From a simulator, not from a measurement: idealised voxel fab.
voxel ribs on slabs: a process module
The width of the displayed cross-section, cut, is 300 nm; its cells are square, with a size of 5 nm.
Reading order for cross-sections: top band down to bottom band. Underlying form: a grid of square cells. Band size: one or more rows of cells.
Band: top height; bottom height; in nm. Then, left to right: material with width in nm, for each material. "throughout": a single material spanning edge to edge. "blank": empty space.
The reference from which all heights are counted is 0, the level beneath which the as-received wafer is entirely one material; the lowest band, having no lower bound, proceeds downward and is written after the example "z 0 and below".
Quick explanation for "30..40": the width changes in equal steps down the rows of cells, from the first number in the band's top row to the second number in its bottom row.
"everything unchanged" means the step left every cell of the cross-section as it was.
Listed in "Sealed void inventory": every empty space of 8 or more cells without an open way to the top. Form: width x height at distance, the distance being from the left edge, all in nm.
Where a step's line continues beyond its settings, the continuation is a remark by the simulator itself on that step.
Regarding "overlay nm": on a step with a mask, it is the distance the mask lay to the right of its planned place; a negative value places it to the left.

[Below is the list of planned process steps]
1 RECEIVE [material Si]
2 DIRECTIONAL_DEP [material SiO2] [thk nm 20]
3 DIRECTIONAL_DEP [material polySi] [thk nm 20]
4 DIRECTIONAL_DEP [material aC] [thk nm 15]
5 PATTERN [tone cover] [mask id RIB] [material resist] [width nm 30] [thk nm 30] [overlay nm -15]
6 DIRECTIONAL_ETCH [etch materials aC] [depth nm 15]
7 STRIP [etch materials resist]
8 DIRECTIONAL_ETCH [etch materials polySi] [depth nm 10]
9 STRIP [etch materials aC]
10 PATTERN [tone cover] [mask id SLAB] [material resist] [width nm 90] [thk nm 20] [overlay nm 0]
11 DIRECTIONAL_ETCH [etch materials polySi] [depth nm 10]
12 STRIP [etch materials resist]
13 FILL_DEP [material SiO2] [thk nm 30]
14 CMP [height nm 60]
15 DIRECTIONAL_DEP [material TiN] [thk nm 5]
16 DIRECTIONAL_DEP [material aC] [thk nm 15]
17 PATTERN [tone cover] [mask id HEATER] [material resist] [width nm 40] [thk nm 30] [overlay nm 0]
18 DIRECTIONAL_ETCH [etch materials aC] [depth nm 15]
19 STRIP [etch materials resist]
20 DIRECTIONAL_ETCH [etch materials TiN] [depth nm 5]
21 STRIP [etch materials aC]
22 CONFORMAL_DEP [material SiO2] [thk nm 5]
It is noted that the wafers described herein are identical at the outset and are distinguished by the overlay nm of step 5; the value stated in the plan corresponds to the first wafer.

[So this is the first of several wafers, cross-sectioned as it came to us, meaning it's at the end of step 1]
> z 0 and below = Si throughout
> Sealed void inventory: none

[Take a look at the first of several wafers in cross-section: the module is done, and step 22 was its last step]
> z 70 to 65 = blank 125 nm; SiO2 50 nm; blank 125 nm
> z 65 to 60 = SiO2 130 nm; TiN 40 nm; SiO2 130 nm
> z 60 to 40 = SiO2 throughout
> z 40 to 30 = SiO2 120 nm; polySi 30 nm; SiO2 150 nm
> z 30 to 20 = SiO2 105 nm; polySi 90 nm; SiO2 105 nm
> z 20 to 0 = SiO2 throughout
> z 0 and below = Si throughout
> Sealed void inventory: none

[Of the several wafers, the last: cross-section at the end of the module]
> z 70 to 65 = blank 125 nm; SiO2 50 nm; blank 125 nm
> z 65 to 60 = SiO2 130 nm; TiN 40 nm; SiO2 130 nm
> z 60 to 40 = SiO2 throughout
> z 40 to 30 = SiO2 150 nm; polySi 30 nm; SiO2 120 nm
> z 30 to 20 = SiO2 105 nm; polySi 90 nm; SiO2 105 nm
> z 20 to 0 = SiO2 throughout
> z 0 and below = Si throughout
> Sealed void inventory: none

[The table below has one row for each wafer; a row shows, as of the end of the module, how many cells of each material the wafer has gained, marked (+), or lost, marked (-), since it was received, and then the wafer's closed voids]
overlay nm -15, +734 SiO2, +8 TiN, +48 polySi, Sealed void inventory: none
overlay nm -10, +734 SiO2, +8 TiN, +48 polySi, Sealed void inventory: none
overlay nm -5, +734 SiO2, +8 TiN, +48 polySi, Sealed void inventory: none
overlay nm 0, +734 SiO2, +8 TiN, +48 polySi, Sealed void inventory: none
overlay nm 5, +734 SiO2, +8 TiN, +48 polySi, Sealed void inventory: none
overlay nm 10, +734 SiO2, +8 TiN, +48 polySi, Sealed void inventory: none
overlay nm 15, +734 SiO2, +8 TiN, +48 polySi, Sealed void inventory: none
